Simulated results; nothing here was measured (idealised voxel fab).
process module | voxel released beams
cross-section cut | 225 nm wide | cells 5 nm
A cross-section is a grid of square cells, given in bands from the top down. A band is one or more rows of cells.
Each band's line starts with the height of the band's top and of its bottom, in nm. Then come its materials from left to right, each with its width in nm. One material with "throughout" fills the band from edge to edge. "air" is empty space.
Height 0 is the level under which the wafer as received is all one material. The lowest band goes on downwards, as in "0 down".
A width such as "30 to 40" changes by the same amount from each row of cells to the next, from the band's top row to its bottom row.
"no change" after a step means that no cell of the cross-section changed.
closed voids: empty space of 8 cells or more with no open way to the top, each as width x height at its distance from the left edge, in nm
after a step's settings: what the simulator itself notes on the step
overlay nm, on a step with a mask: how far to the right of its planned place the mask lay; to the left if negative
plan
1 op RECEIVE | material Si
2 op CONFORMAL_DEP | material SiN | thk nm 5
3 op DIRECTIONAL_DEP | material SiO2 | thk nm 10
4 op DIRECTIONAL_DEP | material aC | thk nm 15
5 op PATTERN | tone open | mask id ANCHOR | material resist | width nm 45 | thk nm 35 | overlay nm 0
6 op DIRECTIONAL_ETCH | etch materials aC | depth nm 15
7 op STRIP | etch materials resist
8 op DIRECTIONAL_ETCH | etch materials SiO2 | depth nm 10
9 op STRIP | etch materials aC
10 op CONFORMAL_DEP | material TiN | thk nm 15
11 op PATTERN | tone cover | mask id BEAM | material resist | width nm 90 | thk nm 20 | overlay nm 0
12 op DIRECTIONAL_ETCH | etch materials TiN | depth nm 15
13 op STRIP | etch materials resist
14 op STRIP | etch materials SiO2
first wafer, as planned
as received, after step 1
  0 down: Si throughout
  closed voids: none
after step 2
  5 to 0: SiN throughout
  below 0: unchanged
after step 3
  15 to 5: SiO2 throughout
  below 5: unchanged
after step 4
  30 to 15: aC throughout
  below 15: unchanged
after step 5
  65 to 30: resist 70 | air 45 | resist 110
  below 30: unchanged
after step 6
  50 to 30: resist 70 | air 45 | resist 110
  30 to 15: aC 70 | air 45 | aC 110
  below 15: unchanged
after step 7
  30 to 15: aC 70 | air 45 | aC 110
  below 15: unchanged
after step 8
  30 to 15: aC 70 | air 45 | aC 110
  15 to 5: SiO2 70 | air 45 | SiO2 110
  below 5: unchanged
after step 9
  15 to 5: SiO2 70 | air 45 | SiO2 110
  below 5: unchanged
after step 10
  30 to 20: TiN 85 | air 15 | TiN 125
  20 to 15: TiN throughout
  15 to 5: SiO2 70 | TiN 45 | SiO2 110
  below 5: unchanged
after step 11
  50 to 30: air 65 | resist 90 | air 70
  30 to 20: TiN 85 | resist 15 | TiN 125
  below 20: unchanged
after step 12
  50 to 30: air 65 | resist 90 | air 70
  30 to 20: air 65 | TiN 20 | resist 15 | TiN 55 | air 70
  20 to 15: air 65 | TiN 90 | air 70
  below 15: unchanged
after step 13
  30 to 20: air 65 | TiN 20 | air 15 | TiN 55 | air 70
  below 20: unchanged
after step 14
  30 to 20: air 65 | TiN 20 | air 15 | TiN 55 | air 70
  20 to 15: air 65 | TiN 90 | air 70
  15 to 5: air 70 | TiN 45 | air 110
  below 5: unchanged
second wafer: like start, like plan, one mistake. Through step 9 it matches the first wafer
when step 10 should have ended
  45 to 15: TiN throughout
  15 to 5: SiO2 70 | TiN 45 | SiO2 110
  below 5: unchanged
when step 11 should have ended
  65 to 45: air 65 | resist 90 | air 70
  below 45: unchanged
when step 12 should have ended
  65 to 45: air 65 | resist 90 | air 70
  45 to 30: air 65 | TiN 90 | air 70
  below 30: unchanged
when step 13 should have ended
  45 to 30: air 65 | TiN 90 | air 70
  below 30: unchanged
when step 14 should have ended: no change
what went wrong: step 10 was run twice
at the end the second wafer has, in cells: 72 more of SiO2 | 141 more of TiN
